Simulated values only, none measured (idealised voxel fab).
Presented below is a process module, voxel wiring stack.
Xsec cut, 240 nm wide, square cell size 5 nm.
Throughout this document, each cross-section is represented as a grid of square cells and is presented as a sequence of bands enumerated from the top downward, where a band comprises one or more rows of cells.
Band: top and bottom heights (nm) first, top before bottom; then materials from left to right, widths in nm. "throughout" marks a sole material filling the band edge to edge. "blank" denotes empty space.
Ref level 0: as-received wafer is one material below here. Bottom band extends down with no lower bound ("0 -> down").
Per-row width for "30..40": begins at first number (top row of band), ends at second number (bottom row), increment between rows held constant.
Any step labelled "nothing different" changed none of the cells in the cross-section.
You'll see "Closed void list" listing empty spaces that have no way open to the top, as long as they're 8 cells or more; the notation is width x height at distance, where the distance is from the left edge, and all of it is in nm.
Past the settings on a step's line: simulator remark, on that step.
The line of a step may include "overlay nm". On a step with a mask, this value is how far to the right of its planned place the mask lay. A negative value means the mask lay to the left.
Pairs follow: section before one process step, section after it down to the lowest changed band, step with settings underneath. Pairs may come from different runs of this module on the same starting wafer; continuity with the pair above only as stated in the "Pre-step snapshot" entry.

Pre-step snapshot:
115 -> 110 | SiCN throughout
110 -> 100 | SiO2 85  TiN 5  Ru 15  TiN 5  SiO2 15  TiN 5  Ru 15  TiN 5  SiO2 90
100 -> 95 | SiO2 85  TiN 5  Ru 5  TiN 15  SiO2 15  TiN 25  SiO2 90
95 -> 85 | SiO2 85  TiN 5  Ru 5  TiN 5  SiO2 140
85 -> 80 | SiCN 85  TiN 15  SiCN 140
80 -> 70 | Cu 60  TiN 5  SiO2 20  TiN 5  Cu 15  TiN 5  SiO2 15  TiN 5  Cu 15  TiN 5  SiO2 10  TiN 5  Cu 75
70 -> 65 | TiN 65  SiO2 20  TiN 5  Cu 15  TiN 5  SiO2 15  TiN 5  Cu 15  TiN 5  SiO2 10  TiN 80
65 -> 60 | SiO2 65  SiN 20  TiN 25  SiN 15  TiN 25  SiN 10  SiO2 80
60 -> 50 | SiO2 65  SiN 5  Ru 85  SiN 5  SiO2 80
50 -> 45 | SiN 70  Ru 85  SiN 85
45 -> 40 | SiCN 85  Ru 15  SiCN 25  Ru 15  SiCN 100
40 -> 20 | SiO2 85  Ru 25  SiO2 15  Ru 25  SiO2 90
20 -> 15 | SiO2 85  TiN 25  SiO2 15  TiN 25  SiO2 90
15 -> 0 | SiO2 throughout
0 -> down | Si throughout
Closed void list: none

Post-Process View:
145 -> 115 | SiO2 throughout
Whatever lies below 115 is exactly as it was before.
Closed void list: none
Formally, the process step situated between the two cross-sections above is DIRECTIONAL_DEP with material SiO2, thk nm 30

Pre-step snapshot: as shown after the step in the preceding pair, directly above.

Post-Process View:
165 -> 145 | resist 85  blank 25  resist 15  blank 25  resist 90
Whatever lies below 145 is exactly as it was before.
Closed void list: none
Formally, the process step situated between the two cross-sections above is PATTERN with tone open, mask id METAL_4, material resist, width nm 25, pitch nm 40, thk nm 20, overlay nm 0

Pre-step snapshot: as shown after the step in the preceding pair, directly above.

Post-Process View:
165 -> 145 | resist 85  blank 25  resist 15  blank 25  resist 90
145 -> 125 | SiO2 85  blank 25  SiO2 15  blank 25  SiO2 90
Whatever lies below 125 is exactly as it was before.
Closed void list: none
Formally, the process step situated between the two cross-sections above is DIRECTIONAL_ETCH with etch materials SiO2, depth nm 20

Pre-step snapshot: as shown after the step in the preceding pair, directly above.

Post-Process View:
145 -> 125 | SiO2 85  blank 25  SiO2 15  blank 25  SiO2 90
Whatever lies below 125 is exactly as it was before.
Closed void list: none
Formally, the process step situated between the two cross-sections above is STRIP with etch materials resist

Pre-step snapshot: as shown after the step in the preceding pair, directly above.

Post-Process View:
145 -> 125 | SiO2 85  blank 25  SiO2 15  blank 25  SiO2 90
125 -> 115 | SiO2 85  blank 15  SiO2 25  blank 15  SiO2 100
Whatever lies below 115 is exactly as it was before.
Closed void list: none
Formally, the process step situated between the two cross-sections above is MASKED_ETCH with tone open, mask id METAL_4_HOLES, width nm 15, pitch nm 40, etch materials SiO2, depth nm 10, overlay nm 0

Pre-step snapshot: as shown after the step in the preceding pair, directly above.

Post-Process View:
145 -> 125 | SiO2 85  blank 25  SiO2 15  blank 25  SiO2 90
125 -> 115 | SiO2 85  blank 15  SiO2 25  blank 15  SiO2 100
115 -> 110 | SiCN 85  blank 15  SiCN 25  blank 15  SiCN 100
Whatever lies below 110 is exactly as it was before.
Closed void list: none
Formally, the process step situated between the two cross-sections above is MASKED_ETCH with tone open, mask id METAL_4_HOLES, width nm 15, pitch nm 40, etch materials SiCN, depth nm 5, overlay nm 0

Pre-step snapshot: as shown after the step in the preceding pair, directly above.

Post-Process View:
150 -> 145 | TiN 90  blank 15  TiN 25  blank 15  TiN 95
145 -> 130 | SiO2 85  TiN 5  blank 15  TiN 5  SiO2 15  TiN 5  blank 15  TiN 5  SiO2 90
130 -> 125 | SiO2 85  TiN 5  blank 5  TiN 15  SiO2 15  TiN 5  blank 5  TiN 15  SiO2 90
125 -> 115 | SiO2 85  TiN 5  blank 5  TiN 5  SiO2 25  TiN 5  blank 5  TiN 5  SiO2 100
115 -> 110 | SiCN 85  TiN 15  SiCN 25  TiN 15  SiCN 100
Whatever lies below 110 is exactly as it was before.
Closed void list: none
Formally, the process step situated between the two cross-sections above is CONFORMAL_DEP with material TiN, thk nm 5

Pre-step snapshot: as shown after the step in the preceding pair, directly above.

Post-Process View:
155 -> 150 | Cu throughout
150 -> 145 | TiN 90  Cu 15  TiN 25  Cu 15  TiN 95
145 -> 130 | SiO2 85  TiN 5  Cu 15  TiN 5  SiO2 15  TiN 5  Cu 15  TiN 5  SiO2 90
130 -> 125 | SiO2 85  TiN 5  Cu 5  TiN 15  SiO2 15  TiN 5  Cu 5  TiN 15  SiO2 90
125 -> 115 | SiO2 85  TiN 5  Cu 5  TiN 5  SiO2 25  TiN 5  Cu 5  TiN 5  SiO2 100
Whatever lies below 115 is exactly as it was before.
Closed void list: none
Formally, the process step situated between the two cross-sections above is FILL_DEP with material Cu, thk nm 5

Pre-step snapshot: as shown after the step in the preceding pair, directly above.

Post-Process View:
145 -> 130 | SiO2 85  TiN 5  Cu 15  TiN 5  SiO2 15  TiN 5  Cu 15  TiN 5  SiO2 90
Whatever lies below 130 is exactly as it was before.
Closed void list: none
Formally, the process step situated between the two cross-sections above is CMP with height nm 145

Pre-step snapshot: as shown after the step in the preceding pair, directly above.

Post-Process View:
150 -> 145 | SiN throughout
Whatever lies below 145 is exactly as it was before.
Closed void list: none
Formally, the process step situated between the two cross-sections above is CONFORMAL_DEP with material SiN, thk nm 5

Pre-step snapshot:
145 -> 115 | SiO2 throughout
115 -> 110 | SiCN throughout
110 -> 100 | SiO2 85  TiN 5  Ru 15  TiN 5  SiO2 15  TiN 5  Ru 15  TiN 5  SiO2 90
100 -> 95 | SiO2 85  TiN 5  Ru 5  TiN 15  SiO2 15  TiN 25  SiO2 90
95 -> 85 | SiO2 85  TiN 5  Ru 5  TiN 5  SiO2 140
85 -> 80 | SiCN 85  TiN 15  SiCN 140
80 -> 65 | SiO2 85  TiN 5  Cu 15  TiN 5  SiO2 15  TiN 5  Cu 15  TiN 5  SiO2 90
65 -> 60 | SiN 85  TiN 25  SiN 15  TiN 25  SiN 90
60 -> 45 | lowk 85  Ru 15  lowk 25  Ru 15  lowk 100
45 -> 40 | SiCN 85  Ru 15  SiCN 25  Ru 15  SiCN 100
40 -> 20 | SiO2 85  Ru 25  SiO2 15  Ru 25  SiO2 90
20 -> 15 | SiO2 85  TiN 25  SiO2 15  TiN 25  SiO2 90
15 -> 0 | SiO2 throughout
0 -> down | Si throughout
Closed void list: none

Post-Process View:
175 -> 115 | SiO2 throughout
Whatever lies below 115 is exactly as it was before.
Closed void list: none
Formally, the process step situated between the two cross-sections above is DIRECTIONAL_DEP with material SiO2, thk nm 30

Pre-step snapshot: as shown after the step in the preceding pair, directly above.

Post-Process View:
195 -> 175 | resist 85  blank 25  resist 15  blank 25  resist 90
Whatever lies below 175 is exactly as it was before.
Closed void list: none
Formally, the process step situated between the two cross-sections above is PATTERN with tone open, mask id METAL_4, material resist, width nm 25, pitch nm 40, thk nm 20, overlay nm 0

Pre-step snapshot: as shown after the step in the preceding pair, directly above.

Post-Process View:
195 -> 175 | resist 85  blank 25  resist 15  blank 25  resist 90
175 -> 155 | SiO2 85  blank 25  SiO2 15  blank 25  SiO2 90
Whatever lies below 155 is exactly as it was before.
Closed void list: none
Formally, the process step situated between the two cross-sections above is DIRECTIONAL_ETCH with etch materials SiO2, depth nm 20

Pre-step snapshot: as shown after the step in the preceding pair, directly above.

Post-Process View:
175 -> 155 | SiO2 85  blank 25  SiO2 15  blank 25  SiO2 90
Whatever lies below 155 is exactly as it was before.
Closed void list: none
Formally, the process step situated between the two cross-sections above is STRIP with etch materials resist

Pre-step snapshot: as shown after the step in the preceding pair, directly above.

Post-Process View:
175 -> 155 | SiO2 85  blank 25  SiO2 15  blank 25  SiO2 90
155 -> 145 | SiO2 85  blank 15  SiO2 25  blank 15  SiO2 100
Whatever lies below 145 is exactly as it was before.
Closed void list: none
Formally, the process step situated between the two cross-sections above is MASKED_ETCH with tone open, mask id METAL_4_HOLES, width nm 15, pitch nm 40, etch materials SiO2, depth nm 10, overlay nm 0

Pre-step snapshot: as shown after the step in the preceding pair, directly above.

Post-Process View:
180 -> 175 | TiN 90  blank 15  TiN 25  blank 15  TiN 95
175 -> 160 | SiO2 85  TiN 5  blank 15  TiN 5  SiO2 15  TiN 5  blank 15  TiN 5  SiO2 90
160 -> 150 | SiO2 85  TiN 5  blank 5  TiN 15..5  SiO2 15..25  TiN 5  blank 5  TiN 15..5  SiO2 90..100
150 -> 145 | SiO2 85  TiN 15  SiO2 25  TiN 15  SiO2 100
Whatever lies below 145 is exactly as it was before.
Closed void list: none
Formally, the process step situated between the two cross-sections above is CONFORMAL_DEP with material TiN, thk nm 5

Pre-step snapshot: as shown after the step in the preceding pair, directly above.

Post-Process View:
185 -> 180 | Cu throughout
180 -> 175 | TiN 90  Cu 15  TiN 25  Cu 15  TiN 95
175 -> 160 | SiO2 85  TiN 5  Cu 15  TiN 5  SiO2 15  TiN 5  Cu 15  TiN 5  SiO2 90
160 -> 150 | SiO2 85  TiN 5  Cu 5  TiN 15..5  SiO2 15..25  TiN 5  Cu 5  TiN 15..5  SiO2 90..100
Whatever lies below 150 is exactly as it was before.
Closed void list: none
Formally, the process step situated between the two cross-sections above is FILL_DEP with material Cu, thk nm 5

Pre-step snapshot: as shown after the step in the preceding pair, directly above.

Post-Process View:
145 -> 115 | SiO2 throughout
Whatever lies below 115 is exactly as it was before.
Closed void list: none
Formally, the process step situated between the two cross-sections above is CMP with height nm 145

Pre-step snapshot: as shown after the step in the preceding pair, directly above.

Post-Process View:
150 -> 145 | SiN throughout
Whatever lies below 145 is exactly as it was before.
Closed void list: none
Formally, the process step situated between the two cross-sections above is CONFORMAL_DEP with material SiN, thk nm 5

Pre-step snapshot:
60 -> 45 | lowk 85  Ru 15  lowk 25  Ru 15  lowk 100
45 -> 40 | SiCN 85  Ru 15  SiCN 25  Ru 15  SiCN 100
40 -> 20 | SiO2 85  Ru 25  SiO2 15  Ru 25  SiO2 90
20 -> 15 | SiO2 85  TiN 25  SiO2 15  TiN 25  SiO2 90
15 -> 0 | SiO2 throughout
0 -> down | Si throughout
Closed void list: none

Post-Process View:
75 -> 60 | SiO2 throughout
Whatever lies below 60 is exactly as it was before.
Closed void list: none
Formally, the process step situated between the two cross-sections above is DIRECTIONAL_DEP with material SiO2, thk nm 15

Pre-step snapshot: as shown after the step in the preceding pair, directly above.

Post-Process View:
80 -> 75 | SiN throughout
Whatever lies below 75 is exactly as it was before.
Closed void list: none
Formally, the process step situated between the two cross-sections above is CONFORMAL_DEP with material SiN, thk nm 5

Pre-step snapshot: as shown after the step in the preceding pair, directly above.

Post-Process View:
95 -> 80 | aC throughout
Whatever lies below 80 is exactly as it was before.
Closed void list: none
Formally, the process step situated between the two cross-sections above is DIRECTIONAL_DEP with material aC, thk nm 15

Pre-step snapshot: as shown after the step in the preceding pair, directly above.

Post-Process View:
125 -> 95 | resist 85  blank 25  resist 15  blank 25  resist 90
Whatever lies below 95 is exactly as it was before.
Closed void list: none
Formally, the process step situated between the two cross-sections above is PATTERN with tone open, mask id METAL_2, material resist, width nm 25, pitch nm 40, thk nm 30, overlay nm 0

Pre-step snapshot: as shown after the step in the preceding pair, directly above.

Post-Process View:
110 -> 95 | resist 85  blank 25  resist 15  blank 25  resist 90
95 -> 80 | aC 85  blank 25  aC 15  blank 25  aC 90
Whatever lies below 80 is exactly as it was before.
Closed void list: none
Formally, the process step situated between the two cross-sections above is DIRECTIONAL_ETCH with etch materials aC, depth nm 15

Pre-step snapshot: as shown after the step in the preceding pair, directly above.

Post-Process View:
95 -> 80 | aC 85  blank 25  aC 15  blank 25  aC 90
Whatever lies below 80 is exactly as it was before.
Closed void list: none
Formally, the process step situated between the two cross-sections above is STRIP with etch materials resist

Pre-step snapshot: as shown after the step in the preceding pair, directly above.

Post-Process View:
95 -> 80 | aC 85  blank 25  aC 15  blank 25  aC 90
80 -> 75 | SiN 85  blank 25  SiN 15  blank 25  SiN 90
Whatever lies below 75 is exactly as it was before.
Closed void list: none
Formally, the process step situated between the two cross-sections above is DIRECTIONAL_ETCH with etch materials SiN, depth nm 5

Pre-step snapshot: as shown after the step in the preceding pair, directly above.

Post-Process View:
80 -> 75 | SiN 85  blank 25  SiN 15  blank 25  SiN 90
Whatever lies below 75 is exactly as it was before.
Closed void list: none
Formally, the process step situated between the two cross-sections above is STRIP with etch materials aC

Pre-step snapshot: as shown after the step in the preceding pair, directly above.

Post-Process View:
85 -> 80 | TiN 90  blank 15  TiN 25  blank 15  TiN 95
80 -> 75 | SiN 85  TiN 25  SiN 15  TiN 25  SiN 90
Whatever lies below 75 is exactly as it was before.
Closed void list: none
Formally, the process step situated between the two cross-sections above is CONFORMAL_DEP with material TiN, thk nm 5

Pre-step snapshot: as shown after the step in the preceding pair, directly above.

Post-Process View:
90 -> 85 | Cu throughout
85 -> 80 | TiN 90  Cu 15  TiN 25  Cu 15  TiN 95
Whatever lies below 80 is exactly as it was before.
Closed void list: none
Formally, the process step situated between the two cross-sections above is FILL_DEP with material Cu, thk nm 5

Pre-step snapshot: as shown after the step in the preceding pair, directly above.

Post-Process View:
80 -> 75 | SiN 85  TiN 25  SiN 15  TiN 25  SiN 90
Whatever lies below 75 is exactly as it was before.
Closed void list: none
Formally, the process step situated between the two cross-sections above is CMP with height nm 80

Pre-step snapshot: as shown after the step in the preceding pair, directly above.

Post-Process View:
85 -> 80 | SiCN throughout
Whatever lies below 80 is exactly as it was before.
Closed void list: none
Formally, the process step situated between the two cross-sections above is CONFORMAL_DEP with material SiCN, thk nm 5

Pre-step snapshot: as shown after the step in the preceding pair, directly above.

Post-Process View:
110 -> 85 | SiO2 throughout
Whatever lies below 85 is exactly as it was before.
Closed void list: none
Formally, the process step situated between the two cross-sections above is DIRECTIONAL_DEP with material SiO2, thk nm 25

Pre-step snapshot: as shown after the step in the preceding pair, directly above.

Post-Process View:
110 -> 85 | SiO2 85  blank 15  SiO2 140
Whatever lies below 85 is exactly as it was before.
Closed void list: none
Formally, the process step situated between the two cross-sections above is MASKED_ETCH with tone open, mask id METAL_3_HOLES, width nm 15, etch materials SiO2, depth nm 25, overlay nm 0

Pre-step snapshot: as shown after the step in the preceding pair, directly above.

Post-Process View:
125 -> 110 | aC 85  blank 15  aC 140
110 -> 100 | SiO2 85  blank 15  SiO2 140
100 -> 85 | SiO2 85  aC 15  SiO2 140
Whatever lies below 85 is exactly as it was before.
Closed void list: none
Formally, the process step situated between the two cross-sections above is DIRECTIONAL_DEP with material aC, thk nm 15

Pre-step snapshot: as shown after the step in the preceding pair, directly above.

Post-Process View:
155 -> 125 | resist 85  blank 25  resist 15  blank 25  resist 90
Whatever lies below 125 is exactly as it was before.
Closed void list: none
Formally, the process step situated between the two cross-sections above is PATTERN with tone open, mask id METAL_3, material resist, width nm 25, pitch nm 40, thk nm 30, overlay nm 0

Pre-step snapshot: as shown after the step in the preceding pair, directly above.

Post-Process View:
140 -> 125 | resist 85  blank 25  resist 15  blank 25  resist 90
125 -> 110 | aC 85  blank 25  aC 15  blank 25  aC 90
110 -> 85 | SiO2 85  blank 15  SiO2 140
Whatever lies below 85 is exactly as it was before.
Closed void list: none
Formally, the process step situated between the two cross-sections above is DIRECTIONAL_ETCH with etch materials aC, depth nm 15

Pre-step snapshot: as shown after the step in the preceding pair, directly above.

Post-Process View:
125 -> 110 | aC 85  blank 25  aC 15  blank 25  aC 90
Whatever lies below 110 is exactly as it was before.
Closed void list: none
Formally, the process step situated between the two cross-sections above is STRIP with etch materials resist

Pre-step snapshot: as shown after the step in the preceding pair, directly above.

Post-Process View:
125 -> 110 | aC 85  blank 25  aC 15  blank 25  aC 90
110 -> 95 | SiO2 85  blank 25  SiO2 15  blank 25  SiO2 90
Whatever lies below 95 is exactly as it was before.
Closed void list: none
Formally, the process step situated between the two cross-sections above is DIRECTIONAL_ETCH with etch materials SiO2, depth nm 15

Pre-step snapshot: as shown after the step in the preceding pair, directly above.

Post-Process View:
125 -> 110 | aC 85  blank 25  aC 15  blank 25  aC 90
110 -> 95 | SiO2 85  blank 25  SiO2 15  blank 25  SiO2 90
95 -> 85 | SiO2 85  blank 15  SiO2 140
85 -> 80 | SiCN 85  blank 15  SiCN 140
Whatever lies below 80 is exactly as it was before.
Closed void list: none
Formally, the process step situated between the two cross-sections above is DIRECTIONAL_ETCH with etch materials SiCN, depth nm 5

Pre-step snapshot: as shown after the step in the preceding pair, directly above.

Post-Process View:
110 -> 95 | SiO2 85  blank 25  SiO2 15  blank 25  SiO2 90
Whatever lies below 95 is exactly as it was before.
Closed void list: none
Formally, the process step situated between the two cross-sections above is STRIP with etch materials aC

Pre-step snapshot: as shown after the step in the preceding pair, directly above.

Post-Process View:
115 -> 110 | TiN 90  blank 15  TiN 25  blank 15  TiN 95
110 -> 100 | SiO2 85  TiN 5  blank 15  TiN 5  SiO2 15  TiN 5  blank 15  TiN 5  SiO2 90
100 -> 95 | SiO2 85  TiN 5  blank 5  TiN 15  SiO2 15  TiN 25  SiO2 90
95 -> 85 | SiO2 85  TiN 5  blank 5  TiN 5  SiO2 140
85 -> 80 | SiCN 85  TiN 15  SiCN 140
Whatever lies below 80 is exactly as it was before.
Closed void list: none
Formally, the process step situated between the two cross-sections above is CONFORMAL_DEP with material TiN, thk nm 5

Pre-step snapshot: as shown after the step in the preceding pair, directly above.

Post-Process View:
125 -> 115 | Ru throughout
115 -> 110 | TiN 90  Ru 15  TiN 25  Ru 15  TiN 95
110 -> 100 | SiO2 85  TiN 5  Ru 15  TiN 5  SiO2 15  TiN 5  Ru 15  TiN 5  SiO2 90
100 -> 95 | SiO2 85  TiN 5  Ru 5  TiN 15  SiO2 15  TiN 25  SiO2 90
95 -> 85 | SiO2 85  TiN 5  Ru 5  TiN 5  SiO2 140
Whatever lies below 85 is exactly as it was before.
Closed void list: none
Formally, the process step situated between the two cross-sections above is FILL_DEP with material Ru, thk nm 10

Pre-step snapshot: as shown after the step in the preceding pair, directly above.

Post-Process View:
110 -> 100 | SiO2 85  TiN 5  Ru 15  TiN 5  SiO2 15  TiN 5  Ru 15  TiN 5  SiO2 90
Whatever lies below 100 is exactly as it was before.
Closed void list: none
Formally, the process step situated between the two cross-sections above is CMP with height nm 110

Pre-step snapshot: as shown after the step in the preceding pair, directly above.

Post-Process View:
115 -> 110 | SiCN throughout
Whatever lies below 110 is exactly as it was before.
Closed void list: none
Formally, the process step situated between the two cross-sections above is CONFORMAL_DEP with material SiCN, thk nm 5

Pre-step snapshot: as shown after the step in the preceding pair, directly above.

Post-Process View:
145 -> 115 | SiO2 throughout
Whatever lies below 115 is exactly as it was before.
Closed void list: none
Formally, the process step situated between the two cross-sections above is DIRECTIONAL_DEP with material SiO2, thk nm 30

Pre-step snapshot: as shown after the step in the preceding pair, directly above.

Post-Process View:
165 -> 145 | resist 85  blank 25  resist 15  blank 25  resist 90
Whatever lies below 145 is exactly as it was before.
Closed void list: none
Formally, the process step situated between the two cross-sections above is PATTERN with tone open, mask id METAL_4, material resist, width nm 25, pitch nm 40, thk nm 20, overlay nm 0

Pre-step snapshot: as shown after the step in the preceding pair, directly above.

Post-Process View:
165 -> 145 | resist 85  blank 25  resist 15  blank 25  resist 90
145 -> 125 | SiO2 85  blank 25  SiO2 15  blank 25  SiO2 90
Whatever lies below 125 is exactly as it was before.
Closed void list: none
Formally, the process step situated between the two cross-sections above is DIRECTIONAL_ETCH with etch materials SiO2, depth nm 20

Pre-step snapshot: as shown after the step in the preceding pair, directly above.

Post-Process View:
145 -> 125 | SiO2 85  blank 25  SiO2 15  blank 25  SiO2 90
Whatever lies below 125 is exactly as it was before.
Closed void list: none
Formally, the process step situated between the two cross-sections above is STRIP with etch materials resist

Pre-step snapshot: as shown after the step in the preceding pair, directly above.

Post-Process View:
145 -> 125 | SiO2 85  blank 25  SiO2 15  blank 25  SiO2 90
125 -> 115 | SiO2 85  blank 15  SiO2 25  blank 15  SiO2 100
Whatever lies below 115 is exactly as it was before.
Closed void list: none
Formally, the process step situated between the two cross-sections above is MASKED_ETCH with tone open, mask id METAL_4_HOLES, width nm 15, pitch nm 40, etch materials SiO2, depth nm 10, overlay nm 0

Pre-step snapshot: as shown after the step in the preceding pair, directly above.

Post-Process View:
145 -> 125 | SiO2 85  blank 25  SiO2 15  blank 25  SiO2 90
125 -> 115 | SiO2 85  blank 15  SiO2 25  blank 15  SiO2 100
115 -> 110 | SiCN 85  blank 15  SiCN 25  blank 15  SiCN 100
Whatever lies below 110 is exactly as it was before.
Closed void list: none
Formally, the process step situated between the two cross-sections above is MASKED_ETCH with tone open, mask id METAL_4_HOLES, width nm 15, pitch nm 40, etch materials SiCN, depth nm 5, overlay nm 0

Pre-step snapshot: as shown after the step in the preceding pair, directly above.

Post-Process View:
150 -> 145 | TiN 90  blank 15  TiN 25  blank 15  TiN 95
145 -> 130 | SiO2 85  TiN 5  blank 15  TiN 5  SiO2 15  TiN 5  blank 15  TiN 5  SiO2 90
130 -> 125 | SiO2 85  TiN 5  blank 5  TiN 15  SiO2 15  TiN 5  blank 5  TiN 15  SiO2 90
125 -> 115 | SiO2 85  TiN 5  blank 5  TiN 5  SiO2 25  TiN 5  blank 5  TiN 5  SiO2 100
115 -> 110 | SiCN 85  TiN 15  SiCN 25  TiN 15  SiCN 100
Whatever lies below 110 is exactly as it was before.
Closed void list: none
Formally, the process step situated between the two cross-sections above is CONFORMAL_DEP with material TiN, thk nm 5

Pre-step snapshot: as shown after the step in the preceding pair, directly above.

Post-Process View:
155 -> 150 | Cu throughout
150 -> 145 | TiN 90  Cu 15  TiN 25  Cu 15  TiN 95
145 -> 130 | SiO2 85  TiN 5  Cu 15  TiN 5  SiO2 15  TiN 5  Cu 15  TiN 5  SiO2 90
130 -> 125 | SiO2 85  TiN 5  Cu 5  TiN 15  SiO2 15  TiN 5  Cu 5  TiN 15  SiO2 90
125 -> 115 | SiO2 85  TiN 5  Cu 5  TiN 5  SiO2 25  TiN 5  Cu 5  TiN 5  SiO2 100
Whatever lies below 115 is exactly as it was before.
Closed void list: none
Formally, the process step situated between the two cross-sections above is FILL_DEP with material Cu, thk nm 5

Pre-step snapshot: as shown after the step in the preceding pair, directly above.

Post-Process View:
145 -> 130 | SiO2 85  TiN 5  Cu 15  TiN 5  SiO2 15  TiN 5  Cu 15  TiN 5  SiO2 90
Whatever lies below 130 is exactly as it was before.
Closed void list: none
Formally, the process step situated between the two cross-sections above is CMP with height nm 145

Pre-step snapshot: as shown after the step in the preceding pair, directly above.

Post-Process View:
150 -> 145 | SiN throughout
Whatever lies below 145 is exactly as it was before.
Closed void list: none
Formally, the process step situated between the two cross-sections above is CONFORMAL_DEP with material SiN, thk nm 5

Pre-step snapshot:
45 -> 40 | SiO2 throughout
40 -> 20 | SiO2 85  Ru 25  SiO2 15  Ru 25  SiO2 90
20 -> 15 | SiO2 85  TiN 25  SiO2 15  TiN 25  SiO2 90
15 -> 0 | SiO2 throughout
0 -> down | Si throughout
Closed void list: none

Post-Process View:
30 -> 20 | SiO2 85  Ru 25  SiO2 15  Ru 25  SiO2 90
Whatever lies below 20 is exactly as it was before.
Closed void list: none
Formally, the process step situated between the two cross-sections above is CMP with height nm 30

Pre-step snapshot: as shown after the step in the preceding pair, directly above.

Post-Process View:
35 -> 30 | SiCN throughout
Whatever lies below 30 is exactly as it was before.
Closed void list: none
Formally, the process step situated between the two cross-sections above is CONFORMAL_DEP with material SiCN, thk nm 5

Pre-step snapshot: as shown after the step in the preceding pair, directly above.

Post-Process View:
50 -> 35 | lowk throughout
Whatever lies below 35 is exactly as it was before.
Closed void list: none
Formally, the process step situated between the two cross-sections above is DIRECTIONAL_DEP with material lowk, thk nm 15

Pre-step snapshot: as shown after the step in the preceding pair, directly above.

Post-Process View:
50 -> 35 | lowk 85  blank 15  lowk 25  blank 15  lowk 100
Whatever lies below 35 is exactly as it was before.
Closed void list: none
Formally, the process step situated between the two cross-sections above is MASKED_ETCH with tone open, mask id PLUG_1, width nm 15, pitch nm 40, etch materials lowk, depth nm 15, overlay nm 0

Pre-step snapshot: as shown after the step in the preceding pair, directly above.

Post-Process View:
50 -> 35 | lowk 85  blank 15  lowk 25  blank 15  lowk 100
35 -> 30 | SiCN 85  blank 15  SiCN 25  blank 15  SiCN 100
Whatever lies below 30 is exactly as it was before.
Closed void list: none
Formally, the process step situated between the two cross-sections above is MASKED_ETCH with tone open, mask id PLUG_1, width nm 15, pitch nm 40, etch materials SiCN, depth nm 5, overlay nm 0

Pre-step snapshot: as shown after the step in the preceding pair, directly above.

Post-Process View:
50 -> 40 | lowk 85  blank 15  lowk 25  blank 15  lowk 100
40 -> 35 | lowk 85  Ru 15  lowk 25  Ru 15  lowk 100
35 -> 30 | SiCN 85  Ru 15  SiCN 25  Ru 15  SiCN 100
Whatever lies below 30 is exactly as it was before.
Closed void list: none
Formally, the process step situated between the two cross-sections above is EPI with material Ru, thk nm 10

Pre-step snapshot: as shown after the step in the preceding pair, directly above.

Post-Process View:
50 -> 35 | lowk 85  Ru 15  lowk 25  Ru 15  lowk 100
Whatever lies below 35 is exactly as it was before.
Closed void list: none
Formally, the process step situated between the two cross-sections above is EPI with material Ru, thk nm 10

Pre-step snapshot: as shown after the step in the preceding pair, directly above.

Post-Process View:
55 -> 50 | SiN throughout
Whatever lies below 50 is exactly as it was before.
Closed void list: none
Formally, the process step situated between the two cross-sections above is CONFORMAL_DEP with material SiN, thk nm 5

Pre-step snapshot: as shown after the step in the preceding pair, directly above.

Post-Process View:
70 -> 55 | SiO2 throughout
Whatever lies below 55 is exactly as it was before.
Closed void list: none
Formally, the process step situated between the two cross-sections above is DIRECTIONAL_DEP with material SiO2, thk nm 15

Pre-step snapshot: as shown after the step in the preceding pair, directly above.

Post-Process View:
85 -> 70 | aC throughout
Whatever lies below 70 is exactly as it was before.
Closed void list: none
Formally, the process step situated between the two cross-sections above is DIRECTIONAL_DEP with material aC, thk nm 15

Pre-step snapshot: as shown after the step in the preceding pair, directly above.

Post-Process View:
115 -> 85 | resist 85  blank 25  resist 15  blank 25  resist 90
Whatever lies below 85 is exactly as it was before.
Closed void list: none
Formally, the process step situated between the two cross-sections above is PATTERN with tone open, mask id METAL_2, material resist, width nm 25, pitch nm 40, thk nm 30, overlay nm 0

Pre-step snapshot: as shown after the step in the preceding pair, directly above.

Post-Process View:
100 -> 85 | resist 85  blank 25  resist 15  blank 25  resist 90
85 -> 70 | aC 85  blank 25  aC 15  blank 25  aC 90
Whatever lies below 70 is exactly as it was before.
Closed void list: none
Formally, the process step situated between the two cross-sections above is DIRECTIONAL_ETCH with etch materials aC, depth nm 15

Pre-step snapshot: as shown after the step in the preceding pair, directly above.

Post-Process View:
85 -> 70 | aC 85  blank 25  aC 15  blank 25  aC 90
Whatever lies below 70 is exactly as it was before.
Closed void list: none
Formally, the process step situated between the two cross-sections above is STRIP with etch materials resist

Pre-step snapshot: as shown after the step in the preceding pair, directly above.

Post-Process View:
85 -> 70 | aC 85  blank 25  aC 15  blank 25  aC 90
70 -> 55 | SiO2 85  blank 25  SiO2 15  blank 25  SiO2 90
Whatever lies below 55 is exactly as it was before.
Closed void list: none
Formally, the process step situated between the two cross-sections above is DIRECTIONAL_ETCH with etch materials SiO2, depth nm 15

Pre-step snapshot: as shown after the step in the preceding pair, directly above.

Post-Process View:
85 -> 70 | aC 85  blank 25  aC 15  blank 25  aC 90
70 -> 55 | SiO2 85  blank 25  SiO2 15  blank 25  SiO2 90
55 -> 50 | SiN 85  blank 25  SiN 15  blank 25  SiN 90
Whatever lies below 50 is exactly as it was before.
Closed void list: none
Formally, the process step situated between the two cross-sections above is DIRECTIONAL_ETCH with etch materials SiN, depth nm 5

Pre-step snapshot: as shown after the step in the preceding pair, directly above.

Post-Process View:
70 -> 55 | SiO2 85  blank 25  SiO2 15  blank 25  SiO2 90
Whatever lies below 55 is exactly as it was before.
Closed void list: none
Formally, the process step situated between the two cross-sections above is STRIP with etch materials aC

Pre-step snapshot: as shown after the step in the preceding pair, directly above.

Post-Process View:
75 -> 70 | TiN 90  blank 15  TiN 25  blank 15  TiN 95
70 -> 55 | SiO2 85  TiN 5  blank 15  TiN 5  SiO2 15  TiN 5  blank 15  TiN 5  SiO2 90
55 -> 50 | SiN 85  TiN 25  SiN 15  TiN 25  SiN 90
Whatever lies below 50 is exactly as it was before.
Closed void list: none
Formally, the process step situated between the two cross-sections above is CONFORMAL_DEP with material TiN, thk nm 5

Pre-step snapshot: as shown after the step in the preceding pair, directly above.

Post-Process View:
80 -> 75 | Cu throughout
75 -> 70 | TiN 90  Cu 15  TiN 25  Cu 15  TiN 95
70 -> 55 | SiO2 85  TiN 5  Cu 15  TiN 5  SiO2 15  TiN 5  Cu 15  TiN 5  SiO2 90
Whatever lies below 55 is exactly as it was before.
Closed void list: none
Formally, the process step situated between the two cross-sections above is FILL_DEP with material Cu, thk nm 5
